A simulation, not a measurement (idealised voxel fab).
voxel self aligned contacts: a process module
The cross-section shown here is cut; it is 250 nm wide and divided into square cells measuring 5 nm on a side.
Bands, listed from the top down, are how a cross-section gets written in this document; the cross-section itself is a grid of square cells, and a band is one or more rows of them.
Top height, bottom height, nm. Materials left to right, width each, nm. Single material + "throughout" = fills band edge to edge. "blank" = empty.
Beneath 0, the wafer as received is one material, and that level is where height counting begins. The lowest band goes on downward without a bottom; it is written like "0 and below".
Quick explanation for "30->40": the width changes in equal steps down the rows of cells, from the first number in the band's top row to the second number in its bottom row.
Given "remained unchanged" for a step, no cell of the cross-section differs between before and after that step.
"Fully closed voids" enumerates empty spaces isolated from the top, with no open way to it, that contain at least 8 cells, giving each as width x height at distance from the left edge, all three in nm.
On a step's line, text after the settings is the simulator commenting on that step.
overlay nm: how far to the right of its planned place the mask lay on this masked step (negative: to the left).

Planned step list for the process:
step 1: RECEIVE: material Si
step 2: OXIDIZE: depth nm 5
step 3: DIRECTIONAL_DEP: material polySi, thk nm 25
step 4: DIRECTIONAL_DEP: material SiN, thk nm 20
step 5: DIRECTIONAL_DEP: material aC, thk nm 15
step 6: PATTERN: tone cover, mask id GATE, material resist, width nm 30, pitch nm 75, thk nm 30, overlay nm 0
step 7: DIRECTIONAL_ETCH: etch materials aC, depth nm 15
step 8: STRIP: etch materials resist
step 9: DIRECTIONAL_ETCH: etch materials SiN, depth nm 20
step 10: DIRECTIONAL_ETCH: etch materials polySi, depth nm 25
step 11: STRIP: etch materials aC
step 12: CONFORMAL_DEP: material SiN, thk nm 10
step 13: DIRECTIONAL_ETCH: etch materials SiN, depth nm 10
step 14: FILL_DEP: material SiO2, thk nm 15
step 15: CMP: height nm 55
step 16: DIRECTIONAL_DEP: material aC, thk nm 15
step 17: PATTERN: tone open, mask id CONTACT, material resist, width nm 55, thk nm 30, overlay nm 0
step 18: DIRECTIONAL_ETCH: etch materials aC, depth nm 15
step 19: STRIP: etch materials resist
step 20: DIRECTIONAL_ETCH: etch materials SiO2, depth nm 60
step 21: STRIP: etch materials aC
step 22: CONFORMAL_DEP: material TiN, thk nm 5
step 23: FILL_DEP: material W, thk nm 5
step 24: CMP: height nm 55
step 25: CONFORMAL_DEP: material SiCN, thk nm 5

Wafer cross-section on receipt, i.e. after step 1:
  0 and below | Si throughout
  Fully closed voids: none

Wafer cross-section at end of module: start and plan as shown above, one execution error:
  60 down to 55 | SiCN throughout
  55 down to 50 | SiO2 (60), then SiN (50), then TiN (5), then W (15), then TiN (5), then SiN (50), then SiO2 (65)
  50 down to 30 | SiO2 (60), then SiN (10), then polySi (30), then SiN (10), then TiN (5), then W (15), then TiN (5), then SiN (10), then polySi (30), then SiN (10), then SiO2 (65)
  30 down to 25 | SiO2 (60), then SiN (10), then polySi (30), then SiN (10), then TiN (25), then SiN (10), then polySi (30), then SiN (10), then SiO2 (65)
  25 down to 0 | polySi throughout
  0 down to -5 | SiO2 throughout
  -5 and below | Si throughout
  Fully closed voids: none
What went wrong in running the wafer? step 3 of the plan was carried out twice
